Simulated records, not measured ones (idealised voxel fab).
Proc. module: voxel trench capacitor
Shown is cross-section cut, with a width of 285 nm and square cells of size 5 nm.
Think of the cross-section as a grid of square cells. We describe it in bands, top to bottom, and each band covers one or more rows of those cells.
Top, bottom (nm), then materials left to right with widths (nm); lone material tagged "everywhere" fills the whole band edge to edge; "air" = empty space.
The level at which height equals 0 is the one under which the wafer, as it arrives, is entirely one material. No lower edge exists for the bottom band, which continues downward and is notated as in "0 -> down".
You'd read "30..40" like this: the band's top row of cells is as wide as the first number, its bottom row is as wide as the second, and going down, every row changes width by the same amount as the row before did.
Given "left unchanged" for a step, no cell of the cross-section differs between before and after that step.
Enclosed voids (no open way to top), threshold 8 cells or more, entry "Entrapped voids", notation width x height at distance, distance from left edge, nm.
Step line, after settings: the simulator's comment on this step.
A step's line can hold "overlay nm"; with a mask on that step, the setting says how far right of the planned place the mask lay, while a negative setting says it lay to the left.
# These are the steps we planned for the process
| 1 | RECEIVE,material Si |
| 2 | CONFORMAL_DEP,material SiN,thk nm 10 |
| 3 | MASKED_ETCH,tone open,mask id TRENCH,width nm 25,pitch nm 55,etch materials SiN,depth nm 10,overlay nm 0 |
| 4 | MASKED_ETCH,tone open,mask id TRENCH,width nm 25,pitch nm 55,etch materials Si,depth nm 40,overlay nm 0 |
| 5 | CONFORMAL_DEP,material HfO2,thk nm 5 |
| 6 | CONFORMAL_DEP,material TiN,thk nm 5 |
| 7 | FILL_DEP,material W,thk nm 10 |
| 8 | CMP,height nm 10 |
# So this is the incoming wafer in cross-section - it's already been through step 1
> 0 -> down = Si everywhere
> Entrapped voids: none
# Final wafer profile in cross-section after the module, from the same start and plan as above, with one mistake made during processing
> 10 -> 5 = TiN (110), then W (5), then TiN (50), then W (5), then TiN (115)
> 5 -> 0 = HfO2 (105), then TiN (5), then W (5), then TiN (5), then HfO2 (40), then TiN (5), then W (5), then TiN (5), then HfO2 (110)
> 0 -> -30 = Si (100), then HfO2 (5), then TiN (5), then W (5), then TiN (5), then HfO2 (5), then Si (30), then HfO2 (5), then TiN (5), then W (5), then TiN (5), then HfO2 (5), then Si (105)
> -30 -> -35 = Si (100), then HfO2 (5), then TiN (15), then HfO2 (5), then Si (30), then HfO2 (5), then TiN (15), then HfO2 (5), then Si (105)
> -35 -> -40 = Si (100), then HfO2 (25), then Si (30), then HfO2 (25), then Si (105)
> -40 -> down = Si everywhere
> Entrapped voids: none
Finding, execution versus plan: step 2 of the plan was omitted and not executed
